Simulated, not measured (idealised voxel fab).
Process module, titled voxel ribs on slabs
Section cut is 295 nm wide and gridded with 5 nm square cells.
Bands, listed from the top down, are how a cross-section gets written in this document; the cross-section itself is a grid of square cells, and a band is one or more rows of them.
Look at the band entry: it leads with the top's height and the bottom's height in nm. Then it lists the materials left to right, with a width in nm for each. The word "all across" on a single material says that material fills the band edge to edge. The word "air" is empty space.
Note: height 0 marks the level under which the wafer is uniformly one material as received. Lowest band unbounded below, written "0 nm and below".
So if you see something like "30 to 40" for the width, read it as the top row of the band sitting at the first number and the bottom row at the second, with every row in between moving by the same amount as the last.
Key: "stayed the same" - step with no changed cell in the cross-section.
"Trapped voids" contains a list of empty spaces, each no smaller than 8 cells and without an open way to the top, written in the form width x height at distance with the distance from the left edge and all three in nm.
Text after the settings on a step's line: the simulator's own remark on that step.
What "overlay nm" on a step's line means: if the step has a mask, that mask lay this far to the right of its planned place, or, when the value is negative, to the left.

List of planned process steps:
1. RECEIVE with material Si
2. DIRECTIONAL_DEP with material SiO2, thk nm 20
3. DIRECTIONAL_DEP with material SiN, thk nm 15
4. PATTERN with tone cover, mask id RIB, material resist, width nm 25, thk nm 15, overlay nm 0
5. DIRECTIONAL_ETCH with etch materials SiN, depth nm 10
6. STRIP with etch materials resist
7. PATTERN with tone cover, mask id SLAB, material resist, width nm 65, thk nm 15, overlay nm 0
8. DIRECTIONAL_ETCH with etch materials SiN, depth nm 5
9. STRIP with etch materials resist
10. FILL_DEP with material SiO2, thk nm 15
11. CMP with height nm 45
12. DIRECTIONAL_DEP with material TiN, thk nm 10
13. MASKED_ETCH with tone cover, mask id HEATER, width nm 35, etch materials TiN, depth nm 10, overlay nm 0
14. CONFORMAL_DEP with material SiN, thk nm 5
The wafers in this document start out alike and differ in the thk nm applied at step 14; the plan shows the value used for the first wafer.

Cross-sectional view of the first of several wafers in the as-received condition, corresponding to the state following step 1:
- 0 nm and below = Si all across
- Trapped voids: none

Quick key for the table: a row per wafer, taken at the end of the module. For each material it tells you how many cells the wafer gained (+) or lost (-) since it came in, and the closed voids come after:
thk nm 5 | +86 SiN | +508 SiO2 | +14 TiN | Trapped voids: none
thk nm 10 | +149 SiN | +508 SiO2 | +14 TiN | Trapped voids: none
thk nm 15 | +212 SiN | +508 SiO2 | +14 TiN | Trapped voids: none
thk nm 20 | +275 SiN | +508 SiO2 | +14 TiN | Trapped voids: none
thk nm 25 | +338 SiN | +508 SiO2 | +14 TiN | Trapped voids: none
